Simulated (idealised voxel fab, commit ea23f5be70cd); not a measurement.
The process module presented herein is designated voxel ribs on slabs.
Pictured: cross-section cut, 275 nm wide, on a grid of 5 nm square cells.
Just so we're on the same page, the cross-sections are grids of square cells, and they're listed out in bands top to bottom, each band one or more rows deep. The band entry comprises the height of the band's top followed by the height of its bottom, expressed in nm, and subsequently the band's materials from left to right, each stated together with its width in nm. Where a single material is marked with the word "full width", that material fills the band from edge to edge. The word "empty" represents empty space. Height reference: 0 = level under which incoming wafer is all one material. Lowest band: no bottom, runs on downward, e.g. "0..down". Think of "30..40" as a width that walks from the first number to the second as you go down the band, top row to bottom row, taking equal-sized steps from row to row. What does "remained the same" mean for a step? It means no cell of the cross-section changed in that step. Empty spaces without an open route to the top, at least 8 cells in extent, make up the entry "Sealed void list"; each is given as width x height at distance, where the distance is measured from the left edge, and all are in nm. Note: text after step settings on the step line = simulator remark on that step. "overlay nm" answers the question of how far to the right of plan the mask lay on a step that has a mask, and when it is negative the answer is to the left.

The process steps that were planned are listed below
- 1: RECEIVE with material Si
- 2: DIRECTIONAL_DEP with material SiO2, thk nm 30
- 3: DIRECTIONAL_DEP with material SiN, thk nm 25
- 4: PATTERN with tone cover, mask id RIB, material resist, width nm 30, thk nm 20, overlay nm 0
- 5: DIRECTIONAL_ETCH with etch materials SiN, depth nm 10
- 6: STRIP with etch materials resist
- 7: DIRECTIONAL_DEP with material aC, thk nm 10
- 8: PATTERN with tone cover, mask id SLAB, material resist, width nm 60, thk nm 30, overlay nm 0
- 9: DIRECTIONAL_ETCH with etch materials aC, depth nm 10
- 10: STRIP with etch materials resist
- 11: DIRECTIONAL_ETCH with etch materials SiN, depth nm 15
- 12: STRIP with etch materials aC
- 13: FILL_DEP with material SiO2, thk nm 20
- 14: CMP with height nm 70
- 15: DIRECTIONAL_DEP with material TiN, thk nm 10
- 16: DIRECTIONAL_DEP with material aC, thk nm 15
- 17: PATTERN with tone cover, mask id HEATER, material resist, width nm 40, thk nm 35, overlay nm 0
- 18: DIRECTIONAL_ETCH with etch materials aC, depth nm 15
- 19: STRIP with etch materials resist
- 20: DIRECTIONAL_ETCH with etch materials TiN, depth nm 10
- 21: STRIP with etch materials aC
- 22: CONFORMAL_DEP with material SiO2, thk nm 5

As received (post step 1): cross-section
* 0..down = Si full width
* Sealed void list: none

Post-module cross-section: identical start and plan to those above, one misstep in execution
* 85..80 = empty 115 nm, SiO2 45 nm, empty 115 nm
* 80..75 = empty 115 nm, SiO2 5 nm, TiN 35 nm, SiO2 5 nm, empty 115 nm
* 75..70 = SiO2 120 nm, TiN 35 nm, SiO2 120 nm
* 70..55 = SiO2 full width
* 55..45 = SiO2 120 nm, SiN 30 nm, SiO2 125 nm
* 45..30 = SiO2 105 nm, SiN 60 nm, SiO2 110 nm
* 30..0 = SiO2 full width
* 0..down = Si full width
* Sealed void list: none
What was done differently from what was planned? for step 17, the planned setting was not used; the step was instead run as PATTERN with tone cover, mask id HEATER, material resist, width nm 35, thk nm 35, overlay nm 0
